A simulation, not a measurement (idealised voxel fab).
A process module follows: voxel wiring stack.
Displayed cross-section: cut, width of 240 nm, square cells sized 5 nm.
For the purposes of this document, a cross-section shall be understood as a grid of square cells, specified as bands listed in top-to-bottom order, each band consisting of one or more rows of cells.
Look at the band entry: it leads with the top's height and the bottom's height in nm. Then it lists the materials left to right, with a width in nm for each. The word "all across" on a single material says that material fills the band edge to edge. The word "empty" is empty space.
Ref level 0: as-received wafer is one material below here. Bottom band extends down with no lower bound ("0 down").
Width "30 to 40": first value at the band's top row of cells, second value at its bottom row, equal change from row to row.
No cell of the cross-section changed in a step that is given as "nothing was modified".
You'll see "Sealed void list" listing empty spaces that have no way open to the top, as long as they're 8 cells or more; the notation is width x height at distance, where the distance is from the left edge, and all of it is in nm.
Heads up: the bit after the settings on a step's line is the simulator's remark on that step.
"overlay nm" denotes, for a step that has a mask, the displacement of the mask to the right of its planned place, with negative values corresponding to the left.
Heads up before you read on: it's before/after pairs around one process step each, after side only down to the lowest band that changed, step plus settings under the pair. Pairs can be from different runs of this module, same starting wafer, so only chain a pair onto the one above if its "Ex-ante state" entry says so.
### Ex-ante state
85 to 70 = 50 nm aC | 25 nm empty | 30 nm aC | 25 nm empty | 30 nm aC | 25 nm empty | 55 nm aC
70 to 55 = 50 nm SiO2 | 25 nm empty | 30 nm SiO2 | 25 nm empty | 30 nm SiO2 | 25 nm empty | 55 nm SiO2
55 to 40 = 50 nm SiO2 | 15 nm empty | 40 nm SiO2 | 15 nm empty | 40 nm SiO2 | 15 nm empty | 65 nm SiO2
40 to 35 = 50 nm SiCN | 15 nm empty | 40 nm SiCN | 15 nm empty | 40 nm SiCN | 15 nm empty | 65 nm SiCN
35 to 20 = 45 nm lowk | 5 nm SiO2 | 25 nm Ru | 5 nm SiO2 | 20 nm lowk | 5 nm SiO2 | 25 nm Ru | 5 nm SiO2 | 20 nm lowk | 5 nm SiO2 | 25 nm Ru | 5 nm SiO2 | 50 nm lowk
20 to 15 = 50 nm SiO2 | 25 nm TiN | 30 nm SiO2 | 25 nm TiN | 30 nm SiO2 | 25 nm TiN | 55 nm SiO2
15 to 0 = SiO2 all across
0 down = Si all across
Sealed void list: none
### Resulting Structure
70 to 55 = 50 nm SiO2 | 25 nm empty | 30 nm SiO2 | 25 nm empty | 30 nm SiO2 | 25 nm empty | 55 nm SiO2
Lower than 55, everything is as it was.
Sealed void list: none
Between before and after above, the operation and settings are STRIP [etch materials aC]
Ex-ante state: no separate figure, the pair right above already shows it after its step.
### Resulting Structure
75 to 70 = 55 nm TiN | 15 nm empty | 40 nm TiN | 15 nm empty | 40 nm TiN | 15 nm empty | 60 nm TiN
70 to 60 = 50 nm SiO2 | 5 nm TiN | 15 nm empty | 5 nm TiN | 30 nm SiO2 | 5 nm TiN | 15 nm empty | 5 nm TiN | 30 nm SiO2 | 5 nm TiN | 15 nm empty | 5 nm TiN | 55 nm SiO2
60 to 55 = 50 nm SiO2 | 5 nm TiN | 5 nm empty | 15 nm TiN | 30 nm SiO2 | 5 nm TiN | 5 nm empty | 15 nm TiN | 30 nm SiO2 | 5 nm TiN | 5 nm empty | 15 nm TiN | 55 nm SiO2
55 to 40 = 50 nm SiO2 | 5 nm TiN | 5 nm empty | 5 nm TiN | 40 nm SiO2 | 5 nm TiN | 5 nm empty | 5 nm TiN | 40 nm SiO2 | 5 nm TiN | 5 nm empty | 5 nm TiN | 65 nm SiO2
40 to 35 = 50 nm SiCN | 15 nm TiN | 40 nm SiCN | 15 nm TiN | 40 nm SiCN | 15 nm TiN | 65 nm SiCN
Lower than 35, everything is as it was.
Sealed void list: none
Between before and after above, the operation and settings are CONFORMAL_DEP [material TiN] [thk nm 5]
Ex-ante state: no separate figure, the pair right above already shows it after its step.
### Resulting Structure
80 to 75 = Ru all across
75 to 70 = 55 nm TiN | 15 nm Ru | 40 nm TiN | 15 nm Ru | 40 nm TiN | 15 nm Ru | 60 nm TiN
70 to 60 = 50 nm SiO2 | 5 nm TiN | 15 nm Ru | 5 nm TiN | 30 nm SiO2 | 5 nm TiN | 15 nm Ru | 5 nm TiN | 30 nm SiO2 | 5 nm TiN | 15 nm Ru | 5 nm TiN | 55 nm SiO2
60 to 55 = 50 nm SiO2 | 5 nm TiN | 5 nm Ru | 15 nm TiN | 30 nm SiO2 | 5 nm TiN | 5 nm Ru | 15 nm TiN | 30 nm SiO2 | 5 nm TiN | 5 nm Ru | 15 nm TiN | 55 nm SiO2
55 to 40 = 50 nm SiO2 | 5 nm TiN | 5 nm Ru | 5 nm TiN | 40 nm SiO2 | 5 nm TiN | 5 nm Ru | 5 nm TiN | 40 nm SiO2 | 5 nm TiN | 5 nm Ru | 5 nm TiN | 65 nm SiO2
Lower than 40, everything is as it was.
Sealed void list: none
Between before and after above, the operation and settings are FILL_DEP [material Ru] [thk nm 5]
Ex-ante state: no separate figure, the pair right above already shows it after its step.
### Resulting Structure
70 to 60 = 50 nm SiO2 | 5 nm TiN | 15 nm Ru | 5 nm TiN | 30 nm SiO2 | 5 nm TiN | 15 nm Ru | 5 nm TiN | 30 nm SiO2 | 5 nm TiN | 15 nm Ru | 5 nm TiN | 55 nm SiO2
Lower than 60, everything is as it was.
Sealed void list: none
Between before and after above, the operation and settings are CMP [height nm 70]
Ex-ante state: no separate figure, the pair right above already shows it after its step.
### Resulting Structure
75 to 70 = SiCN all across
Lower than 70, everything is as it was.
Sealed void list: none
Between before and after above, the operation and settings are CONFORMAL_DEP [material SiCN] [thk nm 5]
### Ex-ante state
35 to 20 = Ru all across
20 to 15 = TiN all across
15 to 0 = SiO2 all across
0 down = Si all across
Sealed void list: none
### Resulting Structure
50 to 35 = 50 nm resist | 25 nm empty | 30 nm resist | 25 nm empty | 30 nm resist | 25 nm empty | 55 nm resist
Lower than 35, everything is as it was.
Sealed void list: none
Between before and after above, the operation and settings are PATTERN [tone open] [mask id METAL_1] [material resist] [width nm 25] [pitch nm 55] [thk nm 15] [overlay nm 0]
Ex-ante state: no separate figure, the pair right above already shows it after its step.
### Resulting Structure
50 to 35 = 50 nm resist | 25 nm empty | 30 nm resist | 25 nm empty | 30 nm resist | 25 nm empty | 55 nm resist
35 to 20 = 50 nm Ru | 25 nm empty | 30 nm Ru | 25 nm empty | 30 nm Ru | 25 nm empty | 55 nm Ru
Lower than 20, everything is as it was.
Sealed void list: none
Between before and after above, the operation and settings are DIRECTIONAL_ETCH [etch materials Ru] [depth nm 15]
Ex-ante state: no separate figure, the pair right above already shows it after its step.
### Resulting Structure
50 to 35 = 50 nm resist | 25 nm empty | 30 nm resist | 25 nm empty | 30 nm resist | 25 nm empty | 55 nm resist
35 to 20 = 50 nm Ru | 25 nm empty | 30 nm Ru | 25 nm empty | 30 nm Ru | 25 nm empty | 55 nm Ru
20 to 15 = 50 nm TiN | 25 nm empty | 30 nm TiN | 25 nm empty | 30 nm TiN | 25 nm empty | 55 nm TiN
Lower than 15, everything is as it was.
Sealed void list: none
Between before and after above, the operation and settings are DIRECTIONAL_ETCH [etch materials TiN] [depth nm 5]
Ex-ante state: no separate figure, the pair right above already shows it after its step.
### Resulting Structure
35 to 20 = 50 nm Ru | 25 nm empty | 30 nm Ru | 25 nm empty | 30 nm Ru | 25 nm empty | 55 nm Ru
Lower than 20, everything is as it was.
Sealed void list: none
Between before and after above, the operation and settings are STRIP [etch materials resist]
Ex-ante state: no separate figure, the pair right above already shows it after its step.
### Resulting Structure
40 to 35 = 55 nm SiCN | 15 nm empty | 40 nm SiCN | 15 nm empty | 40 nm SiCN | 15 nm empty | 60 nm SiCN
35 to 20 = 50 nm Ru | 5 nm SiCN | 15 nm empty | 5 nm SiCN | 30 nm Ru | 5 nm SiCN | 15 nm empty | 5 nm SiCN | 30 nm Ru | 5 nm SiCN | 15 nm empty | 5 nm SiCN | 55 nm Ru
20 to 15 = 50 nm TiN | 25 nm SiCN | 30 nm TiN | 25 nm SiCN | 30 nm TiN | 25 nm SiCN | 55 nm TiN
Lower than 15, everything is as it was.
Sealed void list: none
Between before and after above, the operation and settings are CONFORMAL_DEP [material SiCN] [thk nm 5]
Ex-ante state: no separate figure, the pair right above already shows it after its step.
### Resulting Structure
45 to 40 = lowk all across
40 to 35 = 55 nm SiCN | 15 nm lowk | 40 nm SiCN | 15 nm lowk | 40 nm SiCN | 15 nm lowk | 60 nm SiCN
35 to 20 = 50 nm Ru | 5 nm SiCN | 15 nm lowk | 5 nm SiCN | 30 nm Ru | 5 nm SiCN | 15 nm lowk | 5 nm SiCN | 30 nm Ru | 5 nm SiCN | 15 nm lowk | 5 nm SiCN | 55 nm Ru
Lower than 20, everything is as it was.
Sealed void list: none
Between before and after above, the operation and settings are FILL_DEP [material lowk] [thk nm 5]
Ex-ante state: no separate figure, the pair right above already shows it after its step.
### Resulting Structure
35 to 20 = 50 nm Ru | 5 nm SiCN | 15 nm lowk | 5 nm SiCN | 30 nm Ru | 5 nm SiCN | 15 nm lowk | 5 nm SiCN | 30 nm Ru | 5 nm SiCN | 15 nm lowk | 5 nm SiCN | 55 nm Ru
Lower than 20, everything is as it was.
Sealed void list: none
Between before and after above, the operation and settings are CMP [height nm 35]
Ex-ante state: no separate figure, the pair right above already shows it after its step.
### Resulting Structure
40 to 35 = SiCN all across
Lower than 35, everything is as it was.
Sealed void list: none
Between before and after above, the operation and settings are CONFORMAL_DEP [material SiCN] [thk nm 5]
Ex-ante state: no separate figure, the pair right above already shows it after its step.
### Resulting Structure
70 to 40 = SiO2 all across
Lower than 40, everything is as it was.
Sealed void list: none
Between before and after above, the operation and settings are DIRECTIONAL_DEP [material SiO2] [thk nm 30]
Ex-ante state: no separate figure, the pair right above already shows it after its step.
### Resulting Structure
80 to 70 = aC all across
Lower than 70, everything is as it was.
Sealed void list: none
Between before and after above, the operation and settings are DIRECTIONAL_DEP [material aC] [thk nm 10]
Ex-ante state: no separate figure, the pair right above already shows it after its step.
### Resulting Structure
105 to 80 = 50 nm resist | 15 nm empty | 40 nm resist | 15 nm empty | 40 nm resist | 15 nm empty | 65 nm resist
Lower than 80, everything is as it was.
Sealed void list: none
Between before and after above, the operation and settings are PATTERN [tone open] [mask id METAL_2_HOLES] [material resist] [width nm 15] [pitch nm 55] [thk nm 25] [overlay nm 0]
Ex-ante state: no separate figure, the pair right above already shows it after its step.
### Resulting Structure
95 to 80 = 50 nm resist | 15 nm empty | 40 nm resist | 15 nm empty | 40 nm resist | 15 nm empty | 65 nm resist
80 to 70 = 50 nm aC | 15 nm empty | 40 nm aC | 15 nm empty | 40 nm aC | 15 nm empty | 65 nm aC
Lower than 70, everything is as it was.
Sealed void list: none
Between before and after above, the operation and settings are DIRECTIONAL_ETCH [etch materials aC] [depth nm 10]
Ex-ante state: no separate figure, the pair right above already shows it after its step.
### Resulting Structure
80 to 70 = 50 nm aC | 15 nm empty | 40 nm aC | 15 nm empty | 40 nm aC | 15 nm empty | 65 nm aC
Lower than 70, everything is as it was.
Sealed void list: none
Between before and after above, the operation and settings are STRIP [etch materials resist]
Ex-ante state: no separate figure, the pair right above already shows it after its step.
### Resulting Structure
80 to 70 = 50 nm aC | 15 nm empty | 40 nm aC | 15 nm empty | 40 nm aC | 15 nm empty | 65 nm aC
70 to 40 = 50 nm SiO2 | 15 nm empty | 40 nm SiO2 | 15 nm empty | 40 nm SiO2 | 15 nm empty | 65 nm SiO2
Lower than 40, everything is as it was.
Sealed void list: none
Between before and after above, the operation and settings are DIRECTIONAL_ETCH [etch materials SiO2] [depth nm 30]
Ex-ante state: no separate figure, the pair right above already shows it after its step.
### Resulting Structure
70 to 40 = 50 nm SiO2 | 15 nm empty | 40 nm SiO2 | 15 nm empty | 40 nm SiO2 | 15 nm empty | 65 nm SiO2
Lower than 40, everything is as it was.
Sealed void list: none
Between before and after above, the operation and settings are STRIP [etch materials aC]
Ex-ante state: no separate figure, the pair right above already shows it after its step.
### Resulting Structure
85 to 70 = 50 nm aC | 15 nm empty | 40 nm aC | 15 nm empty | 40 nm aC | 15 nm empty | 65 nm aC
70 to 55 = 50 nm SiO2 | 15 nm empty | 40 nm SiO2 | 15 nm empty | 40 nm SiO2 | 15 nm empty | 65 nm SiO2
55 to 40 = 50 nm SiO2 | 15 nm aC | 40 nm SiO2 | 15 nm aC | 40 nm SiO2 | 15 nm aC | 65 nm SiO2
Lower than 40, everything is as it was.
Sealed void list: none
Between before and after above, the operation and settings are DIRECTIONAL_DEP [material aC] [thk nm 15]
Ex-ante state: no separate figure, the pair right above already shows it after its step.
### Resulting Structure
120 to 85 = 50 nm resist | 25 nm empty | 30 nm resist | 25 nm empty | 30 nm resist | 25 nm empty | 55 nm resist
Lower than 85, everything is as it was.
Sealed void list: none
Between before and after above, the operation and settings are PATTERN [tone open] [mask id METAL_2] [material resist] [width nm 25] [pitch nm 55] [thk nm 35] [overlay nm 0]
Ex-ante state: no separate figure, the pair right above already shows it after its step.
### Resulting Structure
105 to 85 = 50 nm resist | 25 nm empty | 30 nm resist | 25 nm empty | 30 nm resist | 25 nm empty | 55 nm resist
85 to 70 = 50 nm aC | 25 nm empty | 30 nm aC | 25 nm empty | 30 nm aC | 25 nm empty | 55 nm aC
70 to 40 = 50 nm SiO2 | 15 nm empty | 40 nm SiO2 | 15 nm empty | 40 nm SiO2 | 15 nm empty | 65 nm SiO2
Lower than 40, everything is as it was.
Sealed void list: none
Between before and after above, the operation and settings are DIRECTIONAL_ETCH [etch materials aC] [depth nm 15]
Ex-ante state: no separate figure, the pair right above already shows it after its step.
### Resulting Structure
85 to 70 = 50 nm aC | 25 nm empty | 30 nm aC | 25 nm empty | 30 nm aC | 25 nm empty | 55 nm aC
Lower than 70, everything is as it was.
Sealed void list: none
Between before and after above, the operation and settings are STRIP [etch materials resist]
Ex-ante state: no separate figure, the pair right above already shows it after its step.
### Resulting Structure
85 to 70 = 50 nm aC | 25 nm empty | 30 nm aC | 25 nm empty | 30 nm aC | 25 nm empty | 55 nm aC
70 to 55 = 50 nm SiO2 | 25 nm empty | 30 nm SiO2 | 25 nm empty | 30 nm SiO2 | 25 nm empty | 55 nm SiO2
Lower than 55, everything is as it was.
Sealed void list: none
Between before and after above, the operation and settings are DIRECTIONAL_ETCH [etch materials SiO2] [depth nm 15]
Ex-ante state: no separate figure, the pair right above already shows it after its step.
### Resulting Structure
85 to 70 = 50 nm aC | 25 nm empty | 30 nm aC | 25 nm empty | 30 nm aC | 25 nm empty | 55 nm aC
70 to 55 = 50 nm SiO2 | 25 nm empty | 30 nm SiO2 | 25 nm empty | 30 nm SiO2 | 25 nm empty | 55 nm SiO2
55 to 40 = 50 nm SiO2 | 15 nm empty | 40 nm SiO2 | 15 nm empty | 40 nm SiO2 | 15 nm empty | 65 nm SiO2
40 to 35 = 50 nm SiCN | 15 nm empty | 40 nm SiCN | 15 nm empty | 40 nm SiCN | 15 nm empty | 65 nm SiCN
Lower than 35, everything is as it was.
Sealed void list: none
Between before and after above, the operation and settings are DIRECTIONAL_ETCH [etch materials SiCN] [depth nm 5]
Ex-ante state: no separate figure, the pair right above already shows it after its step.
### Resulting Structure
70 to 55 = 50 nm SiO2 | 25 nm empty | 30 nm SiO2 | 25 nm empty | 30 nm SiO2 | 25 nm empty | 55 nm SiO2
Lower than 55, everything is as it was.
Sealed void list: none
Between before and after above, the operation and settings are STRIP [etch materials aC]
Ex-ante state: no separate figure, the pair right above already shows it after its step.
### Resulting Structure
75 to 70 = 55 nm TiN | 15 nm empty | 40 nm TiN | 15 nm empty | 40 nm TiN | 15 nm empty | 60 nm TiN
70 to 60 = 50 nm SiO2 | 5 nm TiN | 15 nm empty | 5 nm TiN | 30 nm SiO2 | 5 nm TiN | 15 nm empty | 5 nm TiN | 30 nm SiO2 | 5 nm TiN | 15 nm empty | 5 nm TiN | 55 nm SiO2
60 to 55 = 50 nm SiO2 | 5 nm TiN | 5 nm empty | 15 nm TiN | 30 nm SiO2 | 5 nm TiN | 5 nm empty | 15 nm TiN | 30 nm SiO2 | 5 nm TiN | 5 nm empty | 15 nm TiN | 55 nm SiO2
55 to 40 = 50 nm SiO2 | 5 nm TiN | 5 nm empty | 5 nm TiN | 40 nm SiO2 | 5 nm TiN | 5 nm empty | 5 nm TiN | 40 nm SiO2 | 5 nm TiN | 5 nm empty | 5 nm TiN | 65 nm SiO2
40 to 35 = 50 nm SiCN | 15 nm TiN | 40 nm SiCN | 15 nm TiN | 40 nm SiCN | 15 nm TiN | 65 nm SiCN
Lower than 35, everything is as it was.
Sealed void list: none
Between before and after above, the operation and settings are CONFORMAL_DEP [material TiN] [thk nm 5]
Ex-ante state: no separate figure, the pair right above already shows it after its step.
### Resulting Structure
80 to 75 = Ru all across
75 to 70 = 55 nm TiN | 15 nm Ru | 40 nm TiN | 15 nm Ru | 40 nm TiN | 15 nm Ru | 60 nm TiN
70 to 60 = 50 nm SiO2 | 5 nm TiN | 15 nm Ru | 5 nm TiN | 30 nm SiO2 | 5 nm TiN | 15 nm Ru | 5 nm TiN | 30 nm SiO2 | 5 nm TiN | 15 nm Ru | 5 nm TiN | 55 nm SiO2
60 to 55 = 50 nm SiO2 | 5 nm TiN | 5 nm Ru | 15 nm TiN | 30 nm SiO2 | 5 nm TiN | 5 nm Ru | 15 nm TiN | 30 nm SiO2 | 5 nm TiN | 5 nm Ru | 15 nm TiN | 55 nm SiO2
55 to 40 = 50 nm SiO2 | 5 nm TiN | 5 nm Ru | 5 nm TiN | 40 nm SiO2 | 5 nm TiN | 5 nm Ru | 5 nm TiN | 40 nm SiO2 | 5 nm TiN | 5 nm Ru | 5 nm TiN | 65 nm SiO2
Lower than 40, everything is as it was.
Sealed void list: none
Between before and after above, the operation and settings are FILL_DEP [material Ru] [thk nm 5]
Ex-ante state: no separate figure, the pair right above already shows it after its step.
### Resulting Structure
70 to 60 = 50 nm SiO2 | 5 nm TiN | 15 nm Ru | 5 nm TiN | 30 nm SiO2 | 5 nm TiN | 15 nm Ru | 5 nm TiN | 30 nm SiO2 | 5 nm TiN | 15 nm Ru | 5 nm TiN | 55 nm SiO2
Lower than 60, everything is as it was.
Sealed void list: none
Between before and after above, the operation and settings are CMP [height nm 70]
Ex-ante state: no separate figure, the pair right above already shows it after its step.
### Resulting Structure
75 to 70 = SiCN all across
Lower than 70, everything is as it was.
Sealed void list: none
Between before and after above, the operation and settings are CONFORMAL_DEP [material SiCN] [thk nm 5]
